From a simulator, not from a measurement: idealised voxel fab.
process module | voxel released beams
cross-section cut | 200 nm wide | cells 5 nm
A cross-section is a grid of square cells, given in bands from the top down. A band is one or more rows of cells.
Each band's line starts with the height of the band's top and of its bottom, in nm. Then come its materials from left to right, each with its width in nm. One material with "throughout" fills the band from edge to edge. "air" is empty space.
Height 0 is the level under which the wafer as received is all one material. The lowest band goes on downwards, as in "0 down".
A width such as "30 to 40" changes by the same amount from each row of cells to the next, from the band's top row to its bottom row.
"no change" after a step means that no cell of the cross-section changed.
closed voids: empty space of 8 cells or more with no open way to the top, each as width x height at its distance from the left edge, in nm
after a step's settings: what the simulator itself notes on the step
overlay nm, on a step with a mask: how far to the right of its planned place the mask lay; to the left if negative
plan
1 op RECEIVE | material Si
2 op CONFORMAL_DEP | material SiN | thk nm 5
3 op DIRECTIONAL_DEP | material SiO2 | thk nm 15
4 op DIRECTIONAL_DEP | material aC | thk nm 15
5 op PATTERN | tone open | mask id ANCHOR | material resist | width nm 45 | thk nm 30 | overlay nm 0
6 op DIRECTIONAL_ETCH | etch materials aC | depth nm 15
7 op STRIP | etch materials resist
8 op DIRECTIONAL_ETCH | etch materials SiO2 | depth nm 15
9 op STRIP | etch materials aC
10 op CONFORMAL_DEP | material W | thk nm 15
11 op PATTERN | tone cover | mask id BEAM | material resist | width nm 90 | thk nm 20 | overlay nm 0
12 op DIRECTIONAL_ETCH | etch materials W | depth nm 15
13 op STRIP | etch materials resist
14 op STRIP | etch materials SiO2
as received, after step 1
  0 down: Si throughout
  closed voids: none
a wafer at the end: this start, this plan, one mistake
  30 to 15: air 50 | W 20 | air 15 | W 55 | air 60
  15 to 0: air 55 | W 45 | air 100
  0 down: Si throughout
  closed voids: none
what went wrong: step 2 was left out
